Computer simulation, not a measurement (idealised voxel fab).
This is a process module. Its name is voxel transistor to metal.
In the cross-section labelled cut, the width is 210 nm and each square cell is 5 nm.
Reading order for cross-sections: top band down to bottom band. Underlying form: a grid of square cells. Band size: one or more rows of cells. Each band's line starts with the height of the band's top and of its bottom, in nm. Then come its materials from left to right, each with its width in nm. One material with "all across" fills the band from edge to edge. "air" is empty space. Height reference: 0 = level under which incoming wafer is all one material. Lowest band: no bottom, runs on downward, e.g. "top 0, no bottom". Width spec "30 to 40" -> top row of cells at first value, bottom row at second value, equal per-row change in between. No cell of the cross-section changed in a step that is given as "nothing different". This entry, "Unvented cavities", enumerates those empty regions of no fewer than 8 cells that possess no open connection to the top. Each region is reported in the form width x height at distance, the distance being taken from the left edge, with all three quantities expressed in nm. Post-settings text on a step line: simulator's own remark regarding the step. The setting "overlay nm" may be written on the line of a step. When the step uses a mask, the value reports how far to the right of the planned place the mask lay, and a negative value reports that it lay to the left.
SO HERE'S THE LINEUP OF PROCESS STEPS WE PLANNED
1) RECEIVE [material Si]
2) CONFORMAL_DEP [material SiO2] [thk nm 5]
3) CONFORMAL_DEP [material SiN] [thk nm 15]
4) PATTERN [tone cover] [mask id ACTIVE] [material resist] [width nm 115] [thk nm 15] [overlay nm 0]
5) DIRECTIONAL_ETCH [etch materials SiN] [depth nm 15]
6) DIRECTIONAL_ETCH [etch materials SiO2] [depth nm 5]
7) DIRECTIONAL_ETCH [etch materials Si] [depth nm 20]
8) STRIP [etch materials resist]
9) FILL_DEP [material SiO2] [thk nm 10]
10) CMP [height nm 20]
11) SELECTIVE_ETCH [etch materials SiO2] [depth nm 15]
12) STRIP [etch materials SiN]
13) SELECTIVE_ETCH [etch materials SiO2] [depth nm 5]
14) OXIDIZE [depth nm 5]
15) DIRECTIONAL_DEP [material polySi] [thk nm 25]
16) DIRECTIONAL_DEP [material SiCN] [thk nm 10]
17) PATTERN [tone cover] [mask id GATE] [material resist] [width nm 25] [thk nm 20] [overlay nm 0]
18) DIRECTIONAL_ETCH [etch materials SiCN] [depth nm 20]
19) DIRECTIONAL_ETCH [etch materials polySi] [depth nm 35]
20) STRIP [etch materials resist]
21) CONFORMAL_DEP [material SiO2] [thk nm 5]
22) DIRECTIONAL_ETCH [etch materials SiO2] [depth nm 5]
23) CONFORMAL_DEP [material SiN] [thk nm 10]
24) DIRECTIONAL_ETCH [etch materials SiN] [depth nm 10]
25) DIRECTIONAL_ETCH [etch materials SiO2] [depth nm 5]
26) DIRECTIONAL_ETCH [etch materials Si] [depth nm 15]
27) EPI [material pSi] [thk nm 20]
28) FILL_DEP [material SiO2] [thk nm 10]
29) CMP [height nm 35]
30) DIRECTIONAL_DEP [material SiO2] [thk nm 15]
31) DIRECTIONAL_DEP [material aC] [thk nm 15]
32) PATTERN [tone open] [mask id CONTACT] [material resist] [width nm 30] [pitch nm 65] [thk nm 30] [overlay nm 0]
33) DIRECTIONAL_ETCH [etch materials aC] [depth nm 15]
34) STRIP [etch materials resist]
35) DIRECTIONAL_ETCH [etch materials SiO2] [depth nm 35]
36) STRIP [etch materials aC]
37) CONFORMAL_DEP [material TiN] [thk nm 5]
38) FILL_DEP [material W] [thk nm 10]
39) CMP [height nm 50]
40) CONFORMAL_DEP [material SiCN] [thk nm 5]
41) DIRECTIONAL_DEP [material lowk] [thk nm 20]
42) DIRECTIONAL_DEP [material aC] [thk nm 10]
43) PATTERN [tone open] [mask id METAL_1] [material resist] [width nm 15] [pitch nm 80] [thk nm 30] [overlay nm 0]
44) DIRECTIONAL_ETCH [etch materials aC] [depth nm 10]
45) STRIP [etch materials resist]
46) DIRECTIONAL_ETCH [etch materials lowk] [depth nm 20]
47) DIRECTIONAL_ETCH [etch materials SiCN] [depth nm 5]
48) STRIP [etch materials aC]
49) CONFORMAL_DEP [material TiN] [thk nm 5]
50) FILL_DEP [material W] [thk nm 10]
51) CMP [height nm 75]
52) EPI [material Ru] [thk nm 5]
53) FILL_DEP [material SiCN] [thk nm 5]
54) DIRECTIONAL_DEP [material SiO2] [thk nm 30]
55) PATTERN [tone open] [mask id METAL_2] [material resist] [width nm 15] [pitch nm 80] [thk nm 20] [overlay nm 0]
56) DIRECTIONAL_ETCH [etch materials SiO2] [depth nm 20]
57) STRIP [etch materials resist]
58) MASKED_ETCH [tone open] [mask id METAL_2_HOLES] [width nm 15] [pitch nm 80] [etch materials SiO2] [depth nm 10] [overlay nm 0]
59) MASKED_ETCH [tone open] [mask id METAL_2_HOLES] [width nm 15] [pitch nm 80] [etch materials SiCN] [depth nm 5] [overlay nm 0]
60) CONFORMAL_DEP [material TiN] [thk nm 5]
61) FILL_DEP [material Cu] [thk nm 10]
62) CMP [height nm 115]
63) CONFORMAL_DEP [material SiN] [thk nm 5]
CROSS-SECTION OF THE WAFER AS IT CAME TO US, I.E., ALREADY THROUGH STEP 1
  top 0, no bottom  Si all across
  Unvented cavities: none
END-OF-MODULE XS, FIRST OF TWO WAFERS, RUN AS PLANNED
  top 120, bottom 115  SiN all across
  top 115, bottom 85  SiO2 55 nm; TiN 5 nm; Cu 5 nm; TiN 5 nm; SiO2 65 nm; TiN 5 nm; Cu 5 nm; TiN 5 nm; SiO2 60 nm
  top 85, bottom 80  SiCN 55 nm; TiN 15 nm; SiCN 65 nm; TiN 15 nm; SiCN 60 nm
  top 80, bottom 75  SiCN 50 nm; Ru 25 nm; SiCN 55 nm; Ru 25 nm; SiCN 55 nm
  top 75, bottom 55  lowk 55 nm; TiN 5 nm; W 5 nm; TiN 5 nm; lowk 65 nm; TiN 5 nm; W 5 nm; TiN 5 nm; lowk 60 nm
  top 55, bottom 50  SiCN 55 nm; TiN 15 nm; SiCN 65 nm; TiN 15 nm; SiCN 60 nm
  top 50, bottom 40  SiO2 55 nm; TiN 5 nm; W 20 nm; TiN 5 nm; SiO2 35 nm; TiN 5 nm; W 20 nm; TiN 5 nm; SiO2 60 nm
  top 40, bottom 35  SiO2 55 nm; TiN 5 nm; W 10 nm; TiN 15 nm; SiO2 35 nm; TiN 15 nm; W 10 nm; TiN 5 nm; SiO2 60 nm
  top 35, bottom 25  SiO2 55 nm; TiN 5 nm; W 10 nm; TiN 5 nm; SiN 10 nm; SiO2 5 nm; SiCN 25 nm; SiO2 5 nm; SiN 10 nm; TiN 5 nm; W 10 nm; TiN 5 nm; SiO2 60 nm
  top 25, bottom 20  SiO2 55 nm; TiN 5 nm; W 10 nm; TiN 5 nm; SiN 10 nm; SiO2 5 nm; polySi 25 nm; SiO2 5 nm; SiN 10 nm; TiN 5 nm; W 10 nm; TiN 5 nm; SiO2 60 nm
  top 20, bottom 15  SiO2 55 nm; TiN 20 nm; SiN 10 nm; SiO2 5 nm; polySi 25 nm; SiO2 5 nm; SiN 10 nm; TiN 20 nm; SiO2 60 nm
  top 15, bottom 0  SiO2 55 nm; pSi 20 nm; SiN 10 nm; SiO2 5 nm; polySi 25 nm; SiO2 5 nm; SiN 10 nm; pSi 20 nm; SiO2 60 nm
  top 0, bottom -5  SiO2 40 nm; pSi 35 nm; SiO2 55 nm; pSi 35 nm; SiO2 45 nm
  top -5, bottom -20  SiO2 45 nm; pSi 30 nm; Si 55 nm; pSi 30 nm; SiO2 50 nm
  top -20, no bottom  Si all across
  Unvented cavities: none
HERE IS THE SECOND OF THE TWO WAFERS CUT OPEN AT THE END OF THE MODULE - SAME START, SAME PLAN AS THE FIRST ONE, BUT WE MADE ONE MISTAKE RUNNING IT
  top 120, bottom 115  SiN all across
  top 115, bottom 85  SiO2 55 nm; TiN 5 nm; Cu 5 nm; TiN 5 nm; SiO2 65 nm; TiN 5 nm; Cu 5 nm; TiN 5 nm; SiO2 60 nm
  top 85, bottom 80  SiCN 55 nm; TiN 15 nm; SiCN 65 nm; TiN 15 nm; SiCN 60 nm
  top 80, bottom 75  SiCN 45 nm; Ru 35 nm; SiCN 45 nm; Ru 35 nm; SiCN 50 nm
  top 75, bottom 55  lowk 50 nm; TiN 5 nm; W 15 nm; TiN 5 nm; lowk 55 nm; TiN 5 nm; W 15 nm; TiN 5 nm; lowk 55 nm
  top 55, bottom 50  SiCN 50 nm; TiN 25 nm; SiCN 55 nm; TiN 25 nm; SiCN 55 nm
  top 50, bottom 40  SiO2 55 nm; TiN 5 nm; W 20 nm; TiN 5 nm; SiO2 35 nm; TiN 5 nm; W 20 nm; TiN 5 nm; SiO2 60 nm
  top 40, bottom 35  SiO2 55 nm; TiN 5 nm; W 10 nm; TiN 15 nm; SiO2 35 nm; TiN 15 nm; W 10 nm; TiN 5 nm; SiO2 60 nm
  top 35, bottom 25  SiO2 55 nm; TiN 5 nm; W 10 nm; TiN 5 nm; SiN 10 nm; SiO2 5 nm; SiCN 25 nm; SiO2 5 nm; SiN 10 nm; TiN 5 nm; W 10 nm; TiN 5 nm; SiO2 60 nm
  top 25, bottom 20  SiO2 55 nm; TiN 5 nm; W 10 nm; TiN 5 nm; SiN 10 nm; SiO2 5 nm; polySi 25 nm; SiO2 5 nm; SiN 10 nm; TiN 5 nm; W 10 nm; TiN 5 nm; SiO2 60 nm
  top 20, bottom 15  SiO2 55 nm; TiN 20 nm; SiN 10 nm; SiO2 5 nm; polySi 25 nm; SiO2 5 nm; SiN 10 nm; TiN 20 nm; SiO2 60 nm
  top 15, bottom 0  SiO2 55 nm; pSi 20 nm; SiN 10 nm; SiO2 5 nm; polySi 25 nm; SiO2 5 nm; SiN 10 nm; pSi 20 nm; SiO2 60 nm
  top 0, bottom -5  SiO2 40 nm; pSi 35 nm; SiO2 55 nm; pSi 35 nm; SiO2 45 nm
  top -5, bottom -20  SiO2 45 nm; pSi 30 nm; Si 55 nm; pSi 30 nm; SiO2 50 nm
  top -20, no bottom  Si all across
  Unvented cavities: none
What was the processing mistake? contrary to plan, step 43 was performed as PATTERN [tone open] [mask id METAL_1] [material resist] [width nm 25] [pitch nm 80] [thk nm 30] [overlay nm 0]
End of process, cell counts, second wafer against first, materials with more or fewer: Ru: 4 more, SiCN: 8 fewer, TiN: 4 more, W: 16 more, lowk: 16 fewer
